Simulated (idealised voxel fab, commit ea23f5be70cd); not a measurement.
The following is a process module called voxel ribs on slabs.
Shown is cross-section cut, with a width of 195 nm and square cells of size 5 nm.
Bands, listed from the top down, are how a cross-section gets written in this document; the cross-section itself is a grid of square cells, and a band is one or more rows of them. Heights first: top, then bottom, in nm. Then materials, left to right, each with a width in nm. "full width" on a single material: fills the band edge to edge. "air": empty space. Zero point of the height axis is 0; under it, received wafer = one material. Lowest band: continues down indefinitely, "0 nm and below". A two-number width, for instance "30..40", indicates that the width is equal to the first number in the top row of the band and to the second number in the bottom row, and that it changes by a constant amount per row of cells. No cell of the cross-section changed in a step that is given as "nothing was modified". If an empty space has no open way to the top and is at least 8 cells in size, "Listed closed voids" lists it, written width x height at distance, where distance is measured from the left edge and every value is in nm. Post-settings text on a step line: simulator's own remark regarding the step. overlay nm: for a step with a mask, the amount by which the mask lay right of where it was planned; a negative amount means left of it.

### The process steps that were planned are listed below
1. op RECEIVE | material Si
2. op DIRECTIONAL_DEP | material SiO2 | thk nm 20
3. op DIRECTIONAL_DEP | material polySi | thk nm 25
4. op PATTERN | tone cover | mask id RIB | material resist | width nm 20 | thk nm 15 | overlay nm 0
5. op DIRECTIONAL_ETCH | etch materials polySi | depth nm 15
6. op STRIP | etch materials resist
7. op DIRECTIONAL_DEP | material aC | thk nm 10
8. op PATTERN | tone cover | mask id SLAB | material resist | width nm 80 | thk nm 25 | overlay nm 0
9. op DIRECTIONAL_ETCH | etch materials aC | depth nm 10
10. op STRIP | etch materials resist
11. op DIRECTIONAL_ETCH | etch materials polySi | depth nm 10
12. op STRIP | etch materials aC
13. op FILL_DEP | material SiO2 | thk nm 20
14. op CMP | height nm 60
15. op DIRECTIONAL_DEP | material TiN | thk nm 5
16. op PATTERN | tone cover | mask id HEATER | material resist | width nm 30 | thk nm 15 | overlay nm 0
17. op DIRECTIONAL_ETCH | etch materials TiN | depth nm 5
18. op STRIP | etch materials resist
19. op CONFORMAL_DEP | material SiO2 | thk nm 10

### Incoming wafer in cross-section (state: after step 1)
> 0 nm and below | Si full width
> Listed closed voids: none

### Figure: cross-sectional view of the wafer upon completion of the module, processed from the initial state and according to the plan depicted above, with one error introduced during execution
> 75 nm to 70 nm | 70 air, then 50 SiO2, then 75 air
> 70 nm to 65 nm | SiO2 full width
> 65 nm to 60 nm | 80 SiO2, then 30 TiN, then 85 SiO2
> 60 nm to 45 nm | SiO2 full width
> 45 nm to 40 nm | 85 SiO2, then 20 polySi, then 90 SiO2
> 40 nm to 30 nm | 55 SiO2, then 80 polySi, then 60 SiO2
> 30 nm to 20 nm | polySi full width
> 20 nm to 0 nm | SiO2 full width
> 0 nm and below | Si full width
> Listed closed voids: none
Nonconformance to the process plan: step 5 off recipe, ran as op DIRECTIONAL_ETCH | etch materials polySi | depth nm 5
